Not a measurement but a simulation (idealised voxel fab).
Process module under the name voxel capacitor over wiring
It is cross-section cut that appears here, measuring 165 nm in width, its square cells being 5 nm in size.
In what follows, cross-sections appear as grids of square cells, described through bands that run from the top down, where every band is one or more rows of cells. Look at the band entry: it leads with the top's height and the bottom's height in nm. Then it lists the materials left to right, with a width in nm for each. The word "throughout" on a single material says that material fills the band edge to edge. The word "blank" is empty space. A quick word on heights: they are counted from 0, and under that level the wafer as it came to us is one material throughout. The lowest band is different from the rest in having no bottom; it simply continues downward, written as in "0..down". When a width is written as two numbers, as in "30 to 40", the first number is the width in the top row of cells of the band and the second is the width in its bottom row, and the width changes by the same amount from each row to the next. You'll sometimes find "same as before" written for a step, and that's the way of saying that nowhere in the cross-section did a cell change during that step. "Voids, fully enclosed": sealed empty spaces, 8 cells or more, no open way to top, listed width x height at distance, with distance from the left edge and width, height and distance in nm. Text after the settings on a step's line: the simulator's own remark on that step. A step's line can hold "overlay nm"; with a mask on that step, the setting says how far right of the planned place the mask lay, while a negative setting says it lay to the left.
### So here's the lineup of process steps we planned
1) RECEIVE with material Si
2) CONFORMAL_DEP with material SiO2, thk nm 15
3) DIRECTIONAL_DEP with material TiN, thk nm 5
4) DIRECTIONAL_DEP with material W, thk nm 15
5) PATTERN with tone cover, mask id METAL_1, material resist, width nm 30, pitch nm 90, thk nm 20, overlay nm 0
6) DIRECTIONAL_ETCH with etch materials W, depth nm 15
7) DIRECTIONAL_ETCH with etch materials TiN, depth nm 5
8) STRIP with etch materials resist
9) CONFORMAL_DEP with material SiN, thk nm 5
10) FILL_DEP with material lowk, thk nm 5
11) CMP with height nm 35
12) CONFORMAL_DEP with material SiCN, thk nm 5
13) DIRECTIONAL_DEP with material lowk, thk nm 10
14) PATTERN with tone open, mask id PLUG_1, material resist, width nm 15, thk nm 15, overlay nm 0
15) DIRECTIONAL_ETCH with etch materials lowk, depth nm 10
16) DIRECTIONAL_ETCH with etch materials SiCN, depth nm 5
17) STRIP with etch materials resist
18) CONFORMAL_DEP with material TiN, thk nm 5
19) FILL_DEP with material Cu, thk nm 5
20) CMP with height nm 50
21) DIRECTIONAL_DEP with material TiN, thk nm 10
22) DIRECTIONAL_DEP with material SiN, thk nm 5
23) DIRECTIONAL_DEP with material TiN, thk nm 5
24) MASKED_ETCH with tone cover, mask id UPPER_PLATE, width nm 65, etch materials TiN, depth nm 5, overlay nm 0
25) MASKED_ETCH with tone cover, mask id UPPER_PLATE, width nm 65, etch materials SiN, depth nm 5, overlay nm 0
26) DIRECTIONAL_DEP with material aC, thk nm 10
27) PATTERN with tone cover, mask id LOWER_PLATE, material resist, width nm 75, thk nm 30, overlay nm 0
28) DIRECTIONAL_ETCH with etch materials aC, depth nm 10
29) STRIP with etch materials resist
30) DIRECTIONAL_ETCH with etch materials TiN, depth nm 10
31) STRIP with etch materials aC
32) FILL_DEP with material SiO2, thk nm 20
33) CMP with height nm 85
34) DIRECTIONAL_DEP with material aC, thk nm 10
35) PATTERN with tone open, mask id PLUG_2, material resist, width nm 15, thk nm 25, overlay nm 0
36) DIRECTIONAL_ETCH with etch materials aC, depth nm 10
37) STRIP with etch materials resist
38) DIRECTIONAL_ETCH with etch materials SiO2, depth nm 15
39) STRIP with etch materials aC
40) CONFORMAL_DEP with material TiN, thk nm 5
41) FILL_DEP with material Cu, thk nm 10
42) CMP with height nm 85
43) CONFORMAL_DEP with material SiN, thk nm 5
### Cross-section of the wafer upon arrival, representing the state reached after step 1
* 0..down = Si throughout
* Voids, fully enclosed: none
### Cross-section, first of two wafers, end of module, run as planned
* 90..85 = SiN throughout
* 85..75 = 45 SiO2 / 5 TiN / 5 Cu / 5 TiN / 105 SiO2
* 75..65 = 45 to 35 SiO2 / 15 to 65 TiN / 105 to 65 SiO2
* 65..60 = 35 SiO2 / 65 SiN / 65 SiO2
* 60..50 = 30 SiO2 / 75 TiN / 60 SiO2
* 50..40 = 35 lowk / 5 TiN / 5 Cu / 5 TiN / 115 lowk
* 40..35 = 35 SiCN / 15 TiN / 115 SiCN
* 35..20 = 15 lowk / 5 SiN / 30 W / 5 SiN / 50 lowk / 5 SiN / 30 W / 5 SiN / 20 lowk
* 20..15 = 20 SiN / 30 TiN / 60 SiN / 30 TiN / 25 SiN
* 15..0 = SiO2 throughout
* 0..down = Si throughout
* Voids, fully enclosed: none
### Cross-section of the latter of the two wafers at module completion. It had an identical start and an identical plan to the former; in running it, one mistake was made
* 90..85 = SiN throughout
* 85..75 = 45 SiO2 / 5 TiN / 5 Cu / 5 TiN / 105 SiO2
* 75..65 = 45 to 35 SiO2 / 15 to 65 TiN / 105 to 65 SiO2
* 65..60 = 35 SiO2 / 65 SiN / 65 SiO2
* 60..50 = 30 SiO2 / 75 TiN / 60 SiO2
* 50..40 = 35 lowk / 5 TiN / 5 Cu / 5 TiN / 115 lowk
* 40..35 = 35 SiCN / 15 TiN / 115 SiCN
* 35..30 = 20 SiN / 30 TiN / 60 SiN / 30 TiN / 25 SiN
* 30..0 = SiO2 throughout
* 0..down = Si throughout
* Voids, fully enclosed: none
So what did we get wrong on this run? regarding the plan, step 2 was run twice
Heads up, by the end the second wafer has more or fewer cells of some materials compared to the first: -12 SiN | +99 SiO2 | -36 W | -51 lowk
